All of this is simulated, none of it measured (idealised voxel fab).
The following process module bears the name voxel released beams.
In the cross-section labelled cut, the width is 225 nm and each square cell is 5 nm.
Each cross-section below is a grid of square cells, stated as bands in top-down order, with one or more rows of cells making up each band. Heads up on the band format: heights come first, top then bottom, in nm. After that it's the materials left to right, each with its width in nm. A single material flagged "full width" fills the whole band edge to edge, and "empty" means there's empty space there. Ref level 0: as-received wafer is one material below here. Bottom band extends down with no lower bound ("top 0, no bottom"). The two numbers in a width such as "30->40" mark its ends across the band: the first belongs to the top row of cells, the second to the bottom row, and from each row to the next the width moves by the same amount. No cell of the cross-section changed in a step that is given as "no modification". Listed in "closed voids": every empty space of 8 or more cells without an open way to the top. Form: width x height at distance, the distance being from the left edge, all in nm. after a step's settings: what the simulator itself notes on the step. On any step carrying a mask, the "overlay nm" setting, if present on the step's line, tells how far right of its planned place the mask lay; negative values point to the left.

### Intended process steps
1) op RECEIVE | material Si
2) op CONFORMAL_DEP | material Al2O3 | thk nm 10
3) op DIRECTIONAL_DEP | material SiO2 | thk nm 20
4) op DIRECTIONAL_DEP | material aC | thk nm 15
5) op PATTERN | tone open | mask id ANCHOR | material resist | width nm 45 | thk nm 35 | overlay nm 0
6) op DIRECTIONAL_ETCH | etch materials aC | depth nm 15
7) op STRIP | etch materials resist
8) op DIRECTIONAL_ETCH | etch materials SiO2 | depth nm 20
9) op STRIP | etch materials aC
10) op CONFORMAL_DEP | material polySi | thk nm 15
11) op PATTERN | tone cover | mask id BEAM | material resist | width nm 120 | thk nm 20 | overlay nm 0
12) op DIRECTIONAL_ETCH | etch materials polySi | depth nm 15
13) op STRIP | etch materials resist
14) op STRIP | etch materials SiO2

### As-received state of the wafer in cross-section, equivalent to post-step 1
  top 0, no bottom  Si full width
  closed voids: none

### Final wafer profile in cross-section after the module, from the same start and plan as above, with one mistake made during processing
  top 35, bottom 20  50 of empty, 20 of polySi, 15 of empty, 85 of polySi, 55 of empty
  top 20, bottom 15  55 of empty, 15 of polySi, 15 of empty, 15 of polySi, 125 of empty
  top 15, bottom 0  55 of empty, 45 of polySi, 125 of empty
  top 0, no bottom  Si full width
  closed voids: none
So what did we get wrong on this run? the plan's step 2 went unexecuted, having been skipped
